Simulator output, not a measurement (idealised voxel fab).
Presented below is a process module, voxel capacitor over wiring.
The cross-section on display is named cut; it measures 280 nm wide, and its cells are 5 nm squares.
Each cross-section below is a grid of square cells, stated as bands in top-down order, with one or more rows of cells making up each band.
Within each band entry, the heights of the top and of the bottom of the band appear first, in that order and in nm; the materials of the band then follow from left to right, each with its corresponding width in nm. The designation "all across" on a single material indicates that it fills the band from edge to edge; the designation "blank" indicates empty space.
Height is counted from the level 0, under which the received wafer is composed throughout of one material. The lowest of the bands is not closed at the bottom but continues downward, in the notation "from 0 down".
Width spec "30..40" -> top row of cells at first value, bottom row at second value, equal per-row change in between.
A step reported as "nothing altered" is a step in which no cell of the cross-section changed.
Voids not open to the top, 8 cells minimum: see "Closed empty spaces". Written width x height at distance; distance is from the left edge; nm.
Step line, after settings: the simulator's comment on this step.
The optional step-line setting "overlay nm" applies to steps with a mask and quantifies how far to the right of its planned location the mask lay, a negative value indicating leftward placement.
If you're wondering how to read the rest of this, here's the deal. It's pairs of cross-sections: one from before a process step, one from after it. The after one is only drawn as far down as the lowest band that changed. Right under each pair you'll see which step sits between them and what its settings were. Don't read the pairs as one continuous story, though. They can come from different runs of this module on the same starting wafer, and a pair only carries on from the one above it where its entry headed "Status quo ante" says so.

# Status quo ante
from 0 down | Si all across
Closed empty spaces: none

# Post-Step Appearance
from 10 to 0 | SiO2 all across
Below a height of 0, the structure has not been altered.
Closed empty spaces: none
the step between: CONFORMAL_DEP | material SiO2 | thk nm 10

Status quo ante: refer to the pair immediately above; the cross-section shown after its step is the state before this one.

# Post-Step Appearance
from 15 to 10 | SiN all across
Below a height of 10, the structure has not been altered.
Closed empty spaces: none
the step between: CONFORMAL_DEP | material SiN | thk nm 5

Status quo ante: refer to the pair immediately above; the cross-section shown after its step is the state before this one.

# Post-Step Appearance
from 40 to 15 | lowk all across
Below a height of 15, the structure has not been altered.
Closed empty spaces: none
the step between: DIRECTIONAL_DEP | material lowk | thk nm 25

Status quo ante: refer to the pair immediately above; the cross-section shown after its step is the state before this one.

# Post-Step Appearance
from 60 to 40 | resist 85  blank 30  resist 50  blank 30  resist 85
Below a height of 40, the structure has not been altered.
Closed empty spaces: none
the step between: PATTERN | tone open | mask id METAL_1 | material resist | width nm 30 | pitch nm 80 | thk nm 20 | overlay nm 0

Status quo ante: refer to the pair immediately above; the cross-section shown after its step is the state before this one.

# Post-Step Appearance
from 60 to 40 | resist 85  blank 30  resist 50  blank 30  resist 85
from 40 to 15 | lowk 85  blank 30  lowk 50  blank 30  lowk 85
Below a height of 15, the structure has not been altered.
Closed empty spaces: none
the step between: DIRECTIONAL_ETCH | etch materials lowk | depth nm 25

Status quo ante: refer to the pair immediately above; the cross-section shown after its step is the state before this one.

# Post-Step Appearance
from 60 to 40 | resist 85  blank 30  resist 50  blank 30  resist 85
from 40 to 15 | lowk 85  blank 30  lowk 50  blank 30  lowk 85
from 15 to 10 | SiN 85  blank 30  SiN 50  blank 30  SiN 85
Below a height of 10, the structure has not been altered.
Closed empty spaces: none
the step between: DIRECTIONAL_ETCH | etch materials SiN | depth nm 5

Status quo ante: refer to the pair immediately above; the cross-section shown after its step is the state before this one.

# Post-Step Appearance
from 40 to 15 | lowk 85  blank 30  lowk 50  blank 30  lowk 85
Below a height of 15, the structure has not been altered.
Closed empty spaces: none
the step between: STRIP | etch materials resist

Status quo ante: refer to the pair immediately above; the cross-section shown after its step is the state before this one.

# Post-Step Appearance
from 45 to 40 | TiN 90  blank 20  TiN 60  blank 20  TiN 90
from 40 to 15 | lowk 85  TiN 5  blank 20  TiN 5  lowk 50  TiN 5  blank 20  TiN 5  lowk 85
from 15 to 10 | SiN 85  TiN 30  SiN 50  TiN 30  SiN 85
Below a height of 10, the structure has not been altered.
Closed empty spaces: none
the step between: CONFORMAL_DEP | material TiN | thk nm 5

Status quo ante: refer to the pair immediately above; the cross-section shown after its step is the state before this one.

# Post-Step Appearance
from 55 to 45 | Cu all across
from 45 to 40 | TiN 90  Cu 20  TiN 60  Cu 20  TiN 90
from 40 to 15 | lowk 85  TiN 5  Cu 20  TiN 5  lowk 50  TiN 5  Cu 20  TiN 5  lowk 85
Below a height of 15, the structure has not been altered.
Closed empty spaces: none
the step between: FILL_DEP | material Cu | thk nm 10

Status quo ante: refer to the pair immediately above; the cross-section shown after its step is the state before this one.

# Post-Step Appearance
from 40 to 15 | lowk 85  TiN 5  Cu 20  TiN 5  lowk 50  TiN 5  Cu 20  TiN 5  lowk 85
Below a height of 15, the structure has not been altered.
Closed empty spaces: none
the step between: CMP | height nm 40

Status quo ante: refer to the pair immediately above; the cross-section shown after its step is the state before this one.

# Post-Step Appearance
from 45 to 40 | SiCN all across
Below a height of 40, the structure has not been altered.
Closed empty spaces: none
the step between: CONFORMAL_DEP | material SiCN | thk nm 5

Status quo ante: refer to the pair immediately above; the cross-section shown after its step is the state before this one.

# Post-Step Appearance
from 65 to 45 | lowk all across
Below a height of 45, the structure has not been altered.
Closed empty spaces: none
the step between: DIRECTIONAL_DEP | material lowk | thk nm 20

Status quo ante: refer to the pair immediately above; the cross-section shown after its step is the state before this one.

# Post-Step Appearance
from 80 to 65 | aC all across
Below a height of 65, the structure has not been altered.
Closed empty spaces: none
the step between: DIRECTIONAL_DEP | material aC | thk nm 15

Status quo ante: refer to the pair immediately above; the cross-section shown after its step is the state before this one.

# Post-Step Appearance
from 115 to 80 | resist 100  blank 15  resist 165
Below a height of 80, the structure has not been altered.
Closed empty spaces: none
the step between: PATTERN | tone open | mask id PLUG_1 | material resist | width nm 15 | thk nm 35 | overlay nm 0

Status quo ante: refer to the pair immediately above; the cross-section shown after its step is the state before this one.

# Post-Step Appearance
from 100 to 80 | resist 100  blank 15  resist 165
from 80 to 65 | aC 100  blank 15  aC 165
Below a height of 65, the structure has not been altered.
Closed empty spaces: none
the step between: DIRECTIONAL_ETCH | etch materials aC | depth nm 15

Status quo ante: refer to the pair immediately above; the cross-section shown after its step is the state before this one.

# Post-Step Appearance
from 80 to 65 | aC 100  blank 15  aC 165
Below a height of 65, the structure has not been altered.
Closed empty spaces: none
the step between: STRIP | etch materials resist

Status quo ante: refer to the pair immediately above; the cross-section shown after its step is the state before this one.

# Post-Step Appearance
from 80 to 65 | aC 100  blank 15  aC 165
from 65 to 45 | lowk 100  blank 15  lowk 165
Below a height of 45, the structure has not been altered.
Closed empty spaces: none
the step between: DIRECTIONAL_ETCH | etch materials lowk | depth nm 20

Status quo ante: refer to the pair immediately above; the cross-section shown after its step is the state before this one.

# Post-Step Appearance
from 80 to 65 | aC 100  blank 15  aC 165
from 65 to 45 | lowk 100  blank 15  lowk 165
from 45 to 40 | SiCN 100  blank 15  SiCN 165
Below a height of 40, the structure has not been altered.
Closed empty spaces: none
the step between: DIRECTIONAL_ETCH | etch materials SiCN | depth nm 5

Status quo ante: refer to the pair immediately above; the cross-section shown after its step is the state before this one.

# Post-Step Appearance
from 65 to 45 | lowk 100  blank 15  lowk 165
Below a height of 45, the structure has not been altered.
Closed empty spaces: none
the step between: STRIP | etch materials aC

Status quo ante: refer to the pair immediately above; the cross-section shown after its step is the state before this one.

# Post-Step Appearance
from 70 to 65 | TiN 105  blank 5  TiN 170
from 65 to 45 | lowk 100  TiN 5  blank 5  TiN 5  lowk 165
from 45 to 40 | SiCN 100  TiN 15  SiCN 165
Below a height of 40, the structure has not been altered.
Closed empty spaces: none
the step between: CONFORMAL_DEP | material TiN | thk nm 5

Status quo ante: refer to the pair immediately above; the cross-section shown after its step is the state before this one.

# Post-Step Appearance
from 80 to 70 | Ru all across
from 70 to 65 | TiN 105  Ru 5  TiN 170
from 65 to 45 | lowk 100  TiN 5  Ru 5  TiN 5  lowk 165
Below a height of 45, the structure has not been altered.
Closed empty spaces: none
the step between: FILL_DEP | material Ru | thk nm 10

Status quo ante: refer to the pair immediately above; the cross-section shown after its step is the state before this one.

# Post-Step Appearance
from 65 to 45 | lowk 100  TiN 5  Ru 5  TiN 5  lowk 165
Below a height of 45, the structure has not been altered.
Closed empty spaces: none
the step between: CMP | height nm 65

Status quo ante: refer to the pair immediately above; the cross-section shown after its step is the state before this one.

# Post-Step Appearance
from 75 to 65 | TiN all across
Below a height of 65, the structure has not been altered.
Closed empty spaces: none
the step between: DIRECTIONAL_DEP | material TiN | thk nm 10

Status quo ante: refer to the pair immediately above; the cross-section shown after its step is the state before this one.

# Post-Step Appearance
from 80 to 75 | HfO2 all across
Below a height of 75, the structure has not been altered.
Closed empty spaces: none
the step between: DIRECTIONAL_DEP | material HfO2 | thk nm 5

Status quo ante: refer to the pair immediately above; the cross-section shown after its step is the state before this one.

# Post-Step Appearance
from 85 to 80 | TiN all across
Below a height of 80, the structure has not been altered.
Closed empty spaces: none
the step between: DIRECTIONAL_DEP | material TiN | thk nm 5

Status quo ante: refer to the pair immediately above; the cross-section shown after its step is the state before this one.

# Post-Step Appearance
from 100 to 85 | blank 100  resist 55  blank 125
Below a height of 85, the structure has not been altered.
Closed empty spaces: none
the step between: PATTERN | tone cover | mask id UPPER_PLATE | material resist | width nm 55 | thk nm 15 | overlay nm 0

Status quo ante: refer to the pair immediately above; the cross-section shown after its step is the state before this one.

# Post-Step Appearance
from 100 to 85 | blank 100  resist 55  blank 125
from 85 to 80 | blank 100  TiN 55  blank 125
Below a height of 80, the structure has not been altered.
Closed empty spaces: none
the step between: DIRECTIONAL_ETCH | etch materials TiN | depth nm 5

Status quo ante: refer to the pair immediately above; the cross-section shown after its step is the state before this one.

# Post-Step Appearance
from 100 to 85 | blank 100  resist 55  blank 125
from 85 to 80 | blank 100  TiN 55  blank 125
from 80 to 75 | blank 100  HfO2 55  blank 125
Below a height of 75, the structure has not been altered.
Closed empty spaces: none
the step between: DIRECTIONAL_ETCH | etch materials HfO2 | depth nm 5

Status quo ante: refer to the pair immediately above; the cross-section shown after its step is the state before this one.

# Post-Step Appearance
from 85 to 80 | blank 100  TiN 55  blank 125
Below a height of 80, the structure has not been altered.
Closed empty spaces: none
the step between: STRIP | etch materials resist

Status quo ante: refer to the pair immediately above; the cross-section shown after its step is the state before this one.

# Post-Step Appearance
from 100 to 85 | blank 95  resist 65  blank 120
from 85 to 80 | blank 95  resist 5  TiN 55  resist 5  blank 120
from 80 to 75 | blank 95  resist 5  HfO2 55  resist 5  blank 120
Below a height of 75, the structure has not been altered.
Closed empty spaces: none
the step between: PATTERN | tone cover | mask id LOWER_PLATE | material resist | width nm 65 | thk nm 15 | overlay nm 0

Status quo ante: refer to the pair immediately above; the cross-section shown after its step is the state before this one.

# Post-Step Appearance
from 100 to 85 | blank 95  resist 65  blank 120
from 85 to 80 | blank 95  resist 5  TiN 55  resist 5  blank 120
from 80 to 75 | blank 95  resist 5  HfO2 55  resist 5  blank 120
from 75 to 65 | blank 95  TiN 65  blank 120
Below a height of 65, the structure has not been altered.
Closed empty spaces: none
the step between: DIRECTIONAL_ETCH | etch materials TiN | depth nm 10

Status quo ante: refer to the pair immediately above; the cross-section shown after its step is the state before this one.

# Post-Step Appearance
from 85 to 80 | blank 100  TiN 55  blank 125
from 80 to 75 | blank 100  HfO2 55  blank 125
Below a height of 75, the structure has not been altered.
Closed empty spaces: none
the step between: STRIP | etch materials resist

Status quo ante: refer to the pair immediately above; the cross-section shown after its step is the state before this one.

# Post-Step Appearance
from 105 to 85 | SiO2 all across
from 85 to 80 | SiO2 100  TiN 55  SiO2 125
from 80 to 75 | SiO2 100  HfO2 55  SiO2 125
from 75 to 65 | SiO2 95  TiN 65  SiO2 120
Below a height of 65, the structure has not been altered.
Closed empty spaces: none
the step between: FILL_DEP | material SiO2 | thk nm 20

Status quo ante: refer to the pair immediately above; the cross-section shown after its step is the state before this one.

# Post-Step Appearance
from 100 to 85 | SiO2 all across
Below a height of 85, the structure has not been altered.
Closed empty spaces: none
the step between: CMP | height nm 100

Status quo ante: refer to the pair immediately above; the cross-section shown after its step is the state before this one.

# Post-Step Appearance
from 120 to 100 | resist 110  blank 15  resist 155
Below a height of 100, the structure has not been altered.
Closed empty spaces: none
the step between: PATTERN | tone open | mask id PLUG_2 | material resist | width nm 15 | thk nm 20 | overlay nm 0

Status quo ante: refer to the pair immediately above; the cross-section shown after its step is the state before this one.

# Post-Step Appearance
from 120 to 100 | resist 110  blank 15  resist 155
from 100 to 85 | SiO2 110  blank 15  SiO2 155
Below a height of 85, the structure has not been altered.
Closed empty spaces: none
the step between: DIRECTIONAL_ETCH | etch materials SiO2 | depth nm 15

Status quo ante: refer to the pair immediately above; the cross-section shown after its step is the state before this one.

# Post-Step Appearance
from 100 to 85 | SiO2 110  blank 15  SiO2 155
Below a height of 85, the structure has not been altered.
Closed empty spaces: none
the step between: STRIP | etch materials resist

Status quo ante: refer to the pair immediately above; the cross-section shown after its step is the state before this one.

# Post-Step Appearance
from 105 to 100 | TiN 115  blank 5  TiN 160
from 100 to 90 | SiO2 110  TiN 5  blank 5  TiN 5  SiO2 155
from 90 to 80 | SiO2 110..100  TiN 15..55  SiO2 155..125
Below a height of 80, the structure has not been altered.
Closed empty spaces: none
the step between: CONFORMAL_DEP | material TiN | thk nm 5

Status quo ante: refer to the pair immediately above; the cross-section shown after its step is the state before this one.

# Post-Step Appearance
from 115 to 105 | Ru all across
from 105 to 100 | TiN 115  Ru 5  TiN 160
from 100 to 90 | SiO2 110  TiN 5  Ru 5  TiN 5  SiO2 155
Below a height of 90, the structure has not been altered.
Closed empty spaces: none
the step between: FILL_DEP | material Ru | thk nm 10

Status quo ante: refer to the pair immediately above; the cross-section shown after its step is the state before this one.

# Post-Step Appearance
from 100 to 90 | SiO2 110  TiN 5  Ru 5  TiN 5  SiO2 155
Below a height of 90, the structure has not been altered.
Closed empty spaces: none
the step between: CMP | height nm 100

Status quo ante: refer to the pair immediately above; the cross-section shown after its step is the state before this one.

# Post-Step Appearance
from 105 to 100 | SiN all across
Below a height of 100, the structure has not been altered.
Closed empty spaces: none
the step between: CONFORMAL_DEP | material SiN | thk nm 5

# Status quo ante
from 55 to 45 | Cu all across
from 45 to 40 | TiN 90  Cu 20  TiN 60  Cu 20  TiN 90
from 40 to 15 | lowk 85  TiN 5  Cu 20  TiN 5  lowk 50  TiN 5  Cu 20  TiN 5  lowk 85
from 15 to 10 | SiN 85  TiN 30  SiN 50  TiN 30  SiN 85
from 10 to 0 | SiO2 all across
from 0 down | Si all across
Closed empty spaces: none

# Post-Step Appearance
from 60 to 55 | SiCN all across
Below a height of 55, the structure has not been altered.
Closed empty spaces: none
the step between: CONFORMAL_DEP | material SiCN | thk nm 5

Status quo ante: refer to the pair immediately above; the cross-section shown after its step is the state before this one.

# Post-Step Appearance
from 80 to 60 | lowk all across
Below a height of 60, the structure has not been altered.
Closed empty spaces: none
the step between: DIRECTIONAL_DEP | material lowk | thk nm 20

Status quo ante: refer to the pair immediately above; the cross-section shown after its step is the state before this one.

# Post-Step Appearance
from 95 to 80 | aC all across
Below a height of 80, the structure has not been altered.
Closed empty spaces: none
the step between: DIRECTIONAL_DEP | material aC | thk nm 15

Status quo ante: refer to the pair immediately above; the cross-section shown after its step is the state before this one.

# Post-Step Appearance
from 130 to 95 | resist 100  blank 15  resist 165
Below a height of 95, the structure has not been altered.
Closed empty spaces: none
the step between: PATTERN | tone open | mask id PLUG_1 | material resist | width nm 15 | thk nm 35 | overlay nm 0

Status quo ante: refer to the pair immediately above; the cross-section shown after its step is the state before this one.

# Post-Step Appearance
from 115 to 95 | resist 100  blank 15  resist 165
from 95 to 80 | aC 100  blank 15  aC 165
Below a height of 80, the structure has not been altered.
Closed empty spaces: none
the step between: DIRECTIONAL_ETCH | etch materials aC | depth nm 15

Status quo ante: refer to the pair immediately above; the cross-section shown after its step is the state before this one.

# Post-Step Appearance
from 95 to 80 | aC 100  blank 15  aC 165
Below a height of 80, the structure has not been altered.
Closed empty spaces: none
the step between: STRIP | etch materials resist

Status quo ante: refer to the pair immediately above; the cross-section shown after its step is the state before this one.

# Post-Step Appearance
from 95 to 80 | aC 100  blank 15  aC 165
from 80 to 60 | lowk 100  blank 15  lowk 165
Below a height of 60, the structure has not been altered.
Closed empty spaces: none
the step between: DIRECTIONAL_ETCH | etch materials lowk | depth nm 20

Status quo ante: refer to the pair immediately above; the cross-section shown after its step is the state before this one.

# Post-Step Appearance
from 95 to 80 | aC 100  blank 15  aC 165
from 80 to 60 | lowk 100  blank 15  lowk 165
from 60 to 55 | SiCN 100  blank 15  SiCN 165
Below a height of 55, the structure has not been altered.
Closed empty spaces: none
the step between: DIRECTIONAL_ETCH | etch materials SiCN | depth nm 5

Status quo ante: refer to the pair immediately above; the cross-section shown after its step is the state before this one.

# Post-Step Appearance
from 80 to 60 | lowk 100  blank 15  lowk 165
Below a height of 60, the structure has not been altered.
Closed empty spaces: none
the step between: STRIP | etch materials aC

Status quo ante: refer to the pair immediately above; the cross-section shown after its step is the state before this one.

# Post-Step Appearance
from 85 to 80 | TiN 105  blank 5  TiN 170
from 80 to 60 | lowk 100  TiN 5  blank 5  TiN 5  lowk 165
from 60 to 55 | SiCN 100  TiN 15  SiCN 165
Below a height of 55, the structure has not been altered.
Closed empty spaces: none
the step between: CONFORMAL_DEP | material TiN | thk nm 5

Status quo ante: refer to the pair immediately above; the cross-section shown after its step is the state before this one.

# Post-Step Appearance
from 95 to 85 | Ru all across
from 85 to 80 | TiN 105  Ru 5  TiN 170
from 80 to 60 | lowk 100  TiN 5  Ru 5  TiN 5  lowk 165
Below a height of 60, the structure has not been altered.
Closed empty spaces: none
the step between: FILL_DEP | material Ru | thk nm 10

Status quo ante: refer to the pair immediately above; the cross-section shown after its step is the state before this one.

# Post-Step Appearance
from 65 to 60 | lowk 100  TiN 5  Ru 5  TiN 5  lowk 165
Below a height of 60, the structure has not been altered.
Closed empty spaces: none
the step between: CMP | height nm 65

Status quo ante: refer to the pair immediately above; the cross-section shown after its step is the state before this one.

# Post-Step Appearance
from 75 to 65 | TiN all across
Below a height of 65, the structure has not been altered.
Closed empty spaces: none
the step between: DIRECTIONAL_DEP | material TiN | thk nm 10

Status quo ante: refer to the pair immediately above; the cross-section shown after its step is the state before this one.

# Post-Step Appearance
from 80 to 75 | HfO2 all across
Below a height of 75, the structure has not been altered.
Closed empty spaces: none
the step between: DIRECTIONAL_DEP | material HfO2 | thk nm 5

Status quo ante: refer to the pair immediately above; the cross-section shown after its step is the state before this one.

# Post-Step Appearance
from 85 to 80 | TiN all across
Below a height of 80, the structure has not been altered.
Closed empty spaces: none
the step between: DIRECTIONAL_DEP | material TiN | thk nm 5

Status quo ante: refer to the pair immediately above; the cross-section shown after its step is the state before this one.

# Post-Step Appearance
from 100 to 85 | blank 100  resist 55  blank 125
Below a height of 85, the structure has not been altered.
Closed empty spaces: none
the step between: PATTERN | tone cover | mask id UPPER_PLATE | material resist | width nm 55 | thk nm 15 | overlay nm 0

Status quo ante: refer to the pair immediately above; the cross-section shown after its step is the state before this one.

# Post-Step Appearance
from 100 to 85 | blank 100  resist 55  blank 125
from 85 to 80 | blank 100  TiN 55  blank 125
Below a height of 80, the structure has not been altered.
Closed empty spaces: none
the step between: DIRECTIONAL_ETCH | etch materials TiN | depth nm 5

Status quo ante: refer to the pair immediately above; the cross-section shown after its step is the state before this one.

# Post-Step Appearance
from 100 to 85 | blank 100  resist 55  blank 125
from 85 to 80 | blank 100  TiN 55  blank 125
from 80 to 75 | blank 100  HfO2 55  blank 125
Below a height of 75, the structure has not been altered.
Closed empty spaces: none
the step between: DIRECTIONAL_ETCH | etch materials HfO2 | depth nm 5

Status quo ante: refer to the pair immediately above; the cross-section shown after its step is the state before this one.

# Post-Step Appearance
from 85 to 80 | blank 100  TiN 55  blank 125
Below a height of 80, the structure has not been altered.
Closed empty spaces: none
the step between: STRIP | etch materials resist

Status quo ante: refer to the pair immediately above; the cross-section shown after its step is the state before this one.

# Post-Step Appearance
from 100 to 85 | blank 95  resist 65  blank 120
from 85 to 80 | blank 95  resist 5  TiN 55  resist 5  blank 120
from 80 to 75 | blank 95  resist 5  HfO2 55  resist 5  blank 120
Below a height of 75, the structure has not been altered.
Closed empty spaces: none
the step between: PATTERN | tone cover | mask id LOWER_PLATE | material resist | width nm 65 | thk nm 15 | overlay nm 0

Status quo ante: refer to the pair immediately above; the cross-section shown after its step is the state before this one.

# Post-Step Appearance
from 100 to 85 | blank 95  resist 65  blank 120
from 85 to 80 | blank 95  resist 5  TiN 55  resist 5  blank 120
from 80 to 75 | blank 95  resist 5  HfO2 55  resist 5  blank 120
from 75 to 65 | blank 95  TiN 65  blank 120
Below a height of 65, the structure has not been altered.
Closed empty spaces: none
the step between: DIRECTIONAL_ETCH | etch materials TiN | depth nm 10

Status quo ante: refer to the pair immediately above; the cross-section shown after its step is the state before this one.

# Post-Step Appearance
from 85 to 80 | blank 100  TiN 55  blank 125
from 80 to 75 | blank 100  HfO2 55  blank 125
Below a height of 75, the structure has not been altered.
Closed empty spaces: none
the step between: STRIP | etch materials resist

Status quo ante: refer to the pair immediately above; the cross-section shown after its step is the state before this one.

# Post-Step Appearance
from 105 to 85 | SiO2 all across
from 85 to 80 | SiO2 100  TiN 55  SiO2 125
from 80 to 75 | SiO2 100  HfO2 55  SiO2 125
from 75 to 65 | SiO2 95  TiN 65  SiO2 120
Below a height of 65, the structure has not been altered.
Closed empty spaces: none
the step between: FILL_DEP | material SiO2 | thk nm 20

Status quo ante: refer to the pair immediately above; the cross-section shown after its step is the state before this one.

# Post-Step Appearance
from 100 to 85 | SiO2 all across
Below a height of 85, the structure has not been altered.
Closed empty spaces: none
the step between: CMP | height nm 100

Status quo ante: refer to the pair immediately above; the cross-section shown after its step is the state before this one.

# Post-Step Appearance
from 120 to 100 | resist 110  blank 15  resist 155
Below a height of 100, the structure has not been altered.
Closed empty spaces: none
the step between: PATTERN | tone open | mask id PLUG_2 | material resist | width nm 15 | thk nm 20 | overlay nm 0

Status quo ante: refer to the pair immediately above; the cross-section shown after its step is the state before this one.

# Post-Step Appearance
from 120 to 100 | resist 110  blank 15  resist 155
from 100 to 85 | SiO2 110  blank 15  SiO2 155
Below a height of 85, the structure has not been altered.
Closed empty spaces: none
the step between: DIRECTIONAL_ETCH | etch materials SiO2 | depth nm 15

Status quo ante: refer to the pair immediately above; the cross-section shown after its step is the state before this one.

# Post-Step Appearance
from 100 to 85 | SiO2 110  blank 15  SiO2 155
Below a height of 85, the structure has not been altered.
Closed empty spaces: none
the step between: STRIP | etch materials resist

Status quo ante: refer to the pair immediately above; the cross-section shown after its step is the state before this one.

# Post-Step Appearance
from 105 to 100 | TiN 115  blank 5  TiN 160
from 100 to 90 | SiO2 110  TiN 5  blank 5  TiN 5  SiO2 155
from 90 to 80 | SiO2 110..100  TiN 15..55  SiO2 155..125
Below a height of 80, the structure has not been altered.
Closed empty spaces: none
the step between: CONFORMAL_DEP | material TiN | thk nm 5

Status quo ante: refer to the pair immediately above; the cross-section shown after its step is the state before this one.

# Post-Step Appearance
from 115 to 105 | Ru all across
from 105 to 100 | TiN 115  Ru 5  TiN 160
from 100 to 90 | SiO2 110  TiN 5  Ru 5  TiN 5  SiO2 155
Below a height of 90, the structure has not been altered.
Closed empty spaces: none
the step between: FILL_DEP | material Ru | thk nm 10

Status quo ante: refer to the pair immediately above; the cross-section shown after its step is the state before this one.

# Post-Step Appearance
from 100 to 90 | SiO2 110  TiN 5  Ru 5  TiN 5  SiO2 155
Below a height of 90, the structure has not been altered.
Closed empty spaces: none
the step between: CMP | height nm 100

Status quo ante: refer to the pair immediately above; the cross-section shown after its step is the state before this one.

# Post-Step Appearance
from 105 to 100 | SiN all across
Below a height of 100, the structure has not been altered.
Closed empty spaces: none
the step between: CONFORMAL_DEP | material SiN | thk nm 5

# Status quo ante
from 0 down | Si all across
Closed empty spaces: none

# Post-Step Appearance
from 5 to 0 | SiN all across
Below a height of 0, the structure has not been altered.
Closed empty spaces: none
the step between: CONFORMAL_DEP | material SiN | thk nm 5

Status quo ante: refer to the pair immediately above; the cross-section shown after its step is the state before this one.

# Post-Step Appearance
from 15 to 5 | SiO2 all across
Below a height of 5, the structure has not been altered.
Closed empty spaces: none
the step between: CONFORMAL_DEP | material SiO2 | thk nm 10

Status quo ante: refer to the pair immediately above; the cross-section shown after its step is the state before this one.

# Post-Step Appearance
from 40 to 15 | lowk all across
Below a height of 15, the structure has not been altered.
Closed empty spaces: none
the step between: DIRECTIONAL_DEP | material lowk | thk nm 25

Status quo ante: refer to the pair immediately above; the cross-section shown after its step is the state before this one.

# Post-Step Appearance
from 60 to 40 | resist 85  blank 30  resist 50  blank 30  resist 85
Below a height of 40, the structure has not been altered.
Closed empty spaces: none
the step between: PATTERN | tone open | mask id METAL_1 | material resist | width nm 30 | pitch nm 80 | thk nm 20 | overlay nm 0

Status quo ante: refer to the pair immediately above; the cross-section shown after its step is the state before this one.

# Post-Step Appearance
from 60 to 40 | resist 85  blank 30  resist 50  blank 30  resist 85
from 40 to 15 | lowk 85  blank 30  lowk 50  blank 30  lowk 85
Below a height of 15, the structure has not been altered.
Closed empty spaces: none
the step between: DIRECTIONAL_ETCH | etch materials lowk | depth nm 25

Status quo ante: refer to the pair immediately above; the cross-section shown after its step is the state before this one.

# Post-Step Appearance
from 40 to 15 | lowk 85  blank 30  lowk 50  blank 30  lowk 85
Below a height of 15, the structure has not been altered.
Closed empty spaces: none
the step between: STRIP | etch materials resist

Status quo ante: refer to the pair immediately above; the cross-section shown after its step is the state before this one.

# Post-Step Appearance
from 45 to 40 | TiN 90  blank 20  TiN 60  blank 20  TiN 90
from 40 to 20 | lowk 85  TiN 5  blank 20  TiN 5  lowk 50  TiN 5  blank 20  TiN 5  lowk 85
from 20 to 15 | lowk 85  TiN 30  lowk 50  TiN 30  lowk 85
Below a height of 15, the structure has not been altered.
Closed empty spaces: none
the step between: CONFORMAL_DEP | material TiN | thk nm 5

Status quo ante: refer to the pair immediately above; the cross-section shown after its step is the state before this one.

# Post-Step Appearance
from 55 to 45 | Cu all across
from 45 to 40 | TiN 90  Cu 20  TiN 60  Cu 20  TiN 90
from 40 to 20 | lowk 85  TiN 5  Cu 20  TiN 5  lowk 50  TiN 5  Cu 20  TiN 5  lowk 85
Below a height of 20, the structure has not been altered.
Closed empty spaces: none
the step between: FILL_DEP | material Cu | thk nm 10

Status quo ante: refer to the pair immediately above; the cross-section shown after its step is the state before this one.

# Post-Step Appearance
from 40 to 20 | lowk 85  TiN 5  Cu 20  TiN 5  lowk 50  TiN 5  Cu 20  TiN 5  lowk 85
Below a height of 20, the structure has not been altered.
Closed empty spaces: none
the step between: CMP | height nm 40

Status quo ante: refer to the pair immediately above; the cross-section shown after its step is the state before this one.

# Post-Step Appearance
from 45 to 40 | SiCN all across
Below a height of 40, the structure has not been altered.
Closed empty spaces: none
the step between: CONFORMAL_DEP | material SiCN | thk nm 5

Status quo ante: refer to the pair immediately above; the cross-section shown after its step is the state before this one.

# Post-Step Appearance
from 65 to 45 | lowk all across
Below a height of 45, the structure has not been altered.
Closed empty spaces: none
the step between: DIRECTIONAL_DEP | material lowk | thk nm 20

Status quo ante: refer to the pair immediately above; the cross-section shown after its step is the state before this one.

# Post-Step Appearance
from 80 to 65 | aC all across
Below a height of 65, the structure has not been altered.
Closed empty spaces: none
the step between: DIRECTIONAL_DEP | material aC | thk nm 15

Status quo ante: refer to the pair immediately above; the cross-section shown after its step is the state before this one.

# Post-Step Appearance
from 115 to 80 | resist 100  blank 15  resist 165
Below a height of 80, the structure has not been altered.
Closed empty spaces: none
the step between: PATTERN | tone open | mask id PLUG_1 | material resist | width nm 15 | thk nm 35 | overlay nm 0

Status quo ante: refer to the pair immediately above; the cross-section shown after its step is the state before this one.

# Post-Step Appearance
from 100 to 80 | resist 100  blank 15  resist 165
from 80 to 65 | aC 100  blank 15  aC 165
Below a height of 65, the structure has not been altered.
Closed empty spaces: none
the step between: DIRECTIONAL_ETCH | etch materials aC | depth nm 15

Status quo ante: refer to the pair immediately above; the cross-section shown after its step is the state before this one.

# Post-Step Appearance
from 80 to 65 | aC 100  blank 15  aC 165
Below a height of 65, the structure has not been altered.
Closed empty spaces: none
the step between: STRIP | etch materials resist

Status quo ante: refer to the pair immediately above; the cross-section shown after its step is the state before this one.

# Post-Step Appearance
from 80 to 65 | aC 100  blank 15  aC 165
from 65 to 45 | lowk 100  blank 15  lowk 165
Below a height of 45, the structure has not been altered.
Closed empty spaces: none
the step between: DIRECTIONAL_ETCH | etch materials lowk | depth nm 20

Status quo ante: refer to the pair immediately above; the cross-section shown after its step is the state before this one.

# Post-Step Appearance
from 80 to 65 | aC 100  blank 15  aC 165
from 65 to 45 | lowk 100  blank 15  lowk 165
from 45 to 40 | SiCN 100  blank 15  SiCN 165
Below a height of 40, the structure has not been altered.
Closed empty spaces: none
the step between: DIRECTIONAL_ETCH | etch materials SiCN | depth nm 5

Status quo ante: refer to the pair immediately above; the cross-section shown after its step is the state before this one.

# Post-Step Appearance
from 65 to 45 | lowk 100  blank 15  lowk 165
Below a height of 45, the structure has not been altered.
Closed empty spaces: none
the step between: STRIP | etch materials aC

Status quo ante: refer to the pair immediately above; the cross-section shown after its step is the state before this one.

# Post-Step Appearance
from 70 to 65 | TiN 105  blank 5  TiN 170
from 65 to 45 | lowk 100  TiN 5  blank 5  TiN 5  lowk 165
from 45 to 40 | SiCN 100  TiN 15  SiCN 165
Below a height of 40, the structure has not been altered.
Closed empty spaces: none
the step between: CONFORMAL_DEP | material TiN | thk nm 5

Status quo ante: refer to the pair immediately above; the cross-section shown after its step is the state before this one.

# Post-Step Appearance
from 80 to 70 | Ru all across
from 70 to 65 | TiN 105  Ru 5  TiN 170
from 65 to 45 | lowk 100  TiN 5  Ru 5  TiN 5  lowk 165
Below a height of 45, the structure has not been altered.
Closed empty spaces: none
the step between: FILL_DEP | material Ru | thk nm 10

Status quo ante: refer to the pair immediately above; the cross-section shown after its step is the state before this one.

# Post-Step Appearance
from 65 to 45 | lowk 100  TiN 5  Ru 5  TiN 5  lowk 165
Below a height of 45, the structure has not been altered.
Closed empty spaces: none
the step between: CMP | height nm 65
